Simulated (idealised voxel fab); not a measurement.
process module | voxel transistor to metal
The width of the displayed cross-section, cut, is 265 nm; its cells are square, with a size of 5 nm.
This document writes a cross-section as a grid whose cells are square, and gives it as bands, listed from the top down; one or more rows of cells form a band.
What a band's entry tells you: where the top is and where the bottom is, as heights in nm, and after that what lies inside, material by material from left to right, each with its width in nm. Empty space is written as the word "blank", and a single material marked with the word "everywhere" occupies the band from edge to edge.
Heights are reckoned from 0. Under this level, the received wafer is all of one material. The bottommost band is open-ended downward, for example "0 and below".
Read "30->40" as a graded width: first number on top, second number at the bottom, same change between each pair of neighbouring rows.
You'll sometimes find "stayed the same" written for a step, and that's the way of saying that nowhere in the cross-section did a cell change during that step.
So "Closed internal voids" is basically the list of trapped voids: any empty space of 8 cells or more that can't reach the top through an opening. They're written width x height at distance, the distance being from the left edge, and it's all nm.
If you see something after the settings on a step's line, that's the simulator's own remark about that step.
overlay nm: on a step with a mask, how far right of its planned place the mask lay; negative means left.
[Steps planned for the process]
| 1 | RECEIVE: material Si |
| 2 | OXIDIZE: depth nm 5 |
| 3 | CONFORMAL_DEP: material SiN, thk nm 15 |
| 4 | MASKED_ETCH: tone cover, mask id ACTIVE, width nm 105, pitch nm 130, etch materials SiN, depth nm 15, overlay nm 0 |
| 5 | MASKED_ETCH: tone cover, mask id ACTIVE, width nm 105, pitch nm 130, etch materials SiO2, depth nm 5, overlay nm 0 |
| 6 | MASKED_ETCH: tone cover, mask id ACTIVE, width nm 105, pitch nm 130, etch materials Si, depth nm 30, overlay nm 0 |
| 7 | OXIDIZE: depth nm 5 |
| 8 | FILL_DEP: material SiO2, thk nm 5 |
| 9 | CMP: height nm 15 |
| 10 | SELECTIVE_ETCH: etch materials SiO2, depth nm 10 |
| 11 | STRIP: etch materials SiN |
| 12 | SELECTIVE_ETCH: etch materials SiO2, depth nm 5 |
| 13 | OXIDIZE: depth nm 5 |
| 14 | DIRECTIONAL_DEP: material polySi, thk nm 20 |
| 15 | DIRECTIONAL_DEP: material SiCN, thk nm 15 |
| 16 | DIRECTIONAL_DEP: material aC, thk nm 15 |
| 17 | PATTERN: tone cover, mask id GATE, material resist, width nm 15, pitch nm 130, thk nm 35, overlay nm 0 |
| 18 | DIRECTIONAL_ETCH: etch materials aC, depth nm 15 |
| 19 | STRIP: etch materials resist |
| 20 | DIRECTIONAL_ETCH: etch materials SiCN, depth nm 25 |
| 21 | DIRECTIONAL_ETCH: etch materials polySi, depth nm 30 |
| 22 | STRIP: etch materials aC |
| 23 | CONFORMAL_DEP: material SiO2, thk nm 5 |
| 24 | DIRECTIONAL_ETCH: etch materials SiO2, depth nm 5 |
| 25 | CONFORMAL_DEP: material SiN, thk nm 10 |
| 26 | DIRECTIONAL_ETCH: etch materials SiN, depth nm 10 |
| 27 | DIRECTIONAL_ETCH: etch materials SiO2, depth nm 5 |
| 28 | DIRECTIONAL_ETCH: etch materials Si, depth nm 15 |
| 29 | EPI: material SiGe, thk nm 15 |
| 30 | FILL_DEP: material SiO2, thk nm 10 |
| 31 | CMP: height nm 30 |
| 32 | DIRECTIONAL_DEP: material SiO2, thk nm 10 |
| 33 | DIRECTIONAL_DEP: material aC, thk nm 15 |
| 34 | PATTERN: tone open, mask id CONTACT, material resist, width nm 35, thk nm 35, overlay nm 0 |
| 35 | DIRECTIONAL_ETCH: etch materials aC, depth nm 15 |
| 36 | STRIP: etch materials resist |
| 37 | DIRECTIONAL_ETCH: etch materials SiO2, depth nm 35 |
| 38 | STRIP: etch materials aC |
| 39 | CONFORMAL_DEP: material TiN, thk nm 5 |
| 40 | FILL_DEP: material Ru, thk nm 10 |
| 41 | CMP: height nm 40 |
| 42 | CONFORMAL_DEP: material SiN, thk nm 5 |
| 43 | DIRECTIONAL_DEP: material SiO2, thk nm 20 |
| 44 | MASKED_ETCH: tone open, mask id METAL_1, width nm 20, etch materials SiO2, depth nm 20, overlay nm 0 |
| 45 | MASKED_ETCH: tone open, mask id METAL_1, width nm 20, etch materials SiN, depth nm 5, overlay nm 0 |
| 46 | CONFORMAL_DEP: material TiN, thk nm 5 |
| 47 | FILL_DEP: material Cu, thk nm 10 |
| 48 | CMP: height nm 65 |
| 49 | CONFORMAL_DEP: material SiCN, thk nm 5 |
[Here's what the wafer looked like in cross-section when it arrived - that's after step 1]
> 0 and below  Si everywhere
> Closed internal voids: none
[Cross-section, end of module. Start: as above. Plan: as above. Execution: one mistake]
> 70 down to 65  SiCN everywhere
> 65 down to 60  20 SiN / 20 TiN / 55 SiN / 20 TiN / 35 SiN / 20 TiN / 55 SiN / 20 TiN / 20 SiN
> 60 down to 40  SiO2 everywhere
> 40 down to 30  20 SiO2 / 5 TiN / 25->15 Ru / 5->15 TiN / 25 SiO2 / 5->15 TiN / 25->15 Ru / 5 TiN / 35 SiO2 / 5 TiN / 25->15 Ru / 5->15 TiN / 25 SiO2 / 5->15 TiN / 25->15 Ru / 5 TiN / 20 SiO2
> 30 down to 15  20 SiO2 / 5 TiN / 15 Ru / 5 TiN / 10 SiN / 5 SiO2 / 15 SiCN / 5 SiO2 / 10 SiN / 5 TiN / 15 Ru / 5 TiN / 35 SiO2 / 5 TiN / 15 Ru / 5 TiN / 10 SiN / 5 SiO2 / 15 SiCN / 5 SiO2 / 10 SiN / 5 TiN / 15 Ru / 5 TiN / 20 SiO2
> 15 down to 10  20 SiO2 / 5 TiN / 15 Ru / 5 TiN / 10 SiN / 5 SiO2 / 15 polySi / 5 SiO2 / 10 SiN / 5 TiN / 15 Ru / 5 TiN / 35 SiO2 / 5 TiN / 15 Ru / 5 TiN / 10 SiN / 5 SiO2 / 15 polySi / 5 SiO2 / 10 SiN / 5 TiN / 15 Ru / 5 TiN / 20 SiO2
> 10 down to 5  20 SiO2 / 25 TiN / 10 SiN / 5 SiO2 / 15 polySi / 5 SiO2 / 10 SiN / 25 TiN / 35 SiO2 / 25 TiN / 10 SiN / 5 SiO2 / 15 polySi / 5 SiO2 / 10 SiN / 25 TiN / 20 SiO2
> 5 down to 0  20 SiO2 / 25 SiGe / 10 SiN / 5 SiO2 / 15 polySi / 5 SiO2 / 10 SiN / 25 SiGe / 35 SiO2 / 25 SiGe / 10 SiN / 5 SiO2 / 15 polySi / 5 SiO2 / 10 SiN / 25 SiGe / 20 SiO2
> 0 down to -5  15 SiO2 / 10 SiN / 20 SiGe / 10 SiN / 5 SiO2 / 15 polySi / 5 SiO2 / 10 SiN / 20 SiGe / 10 SiN / 25 SiO2 / 10 SiN / 20 SiGe / 10 SiN / 5 SiO2 / 15 polySi / 5 SiO2 / 10 SiN / 20 SiGe / 10 SiN / 15 SiO2
> -5 down to -10  25 SiO2 / 20 SiGe / 45 SiO2 / 20 SiGe / 45 SiO2 / 20 SiGe / 45 SiO2 / 20 SiGe / 25 SiO2
> -10 down to -25  20 SiO2 / 5 Si / 20 SiGe / 45 Si / 20 SiGe / 5 Si / 35 SiO2 / 5 Si / 20 SiGe / 45 Si / 20 SiGe / 5 Si / 20 SiO2
> -25 down to -40  20 SiO2 / 95 Si / 35 SiO2 / 95 Si / 20 SiO2
> -40 and below  Si everywhere
> Closed internal voids: none
Heads up, the wafer didn't run the way we planned it: so 42 and 43 got swapped relative to the plan, each ran where the other was supposed to
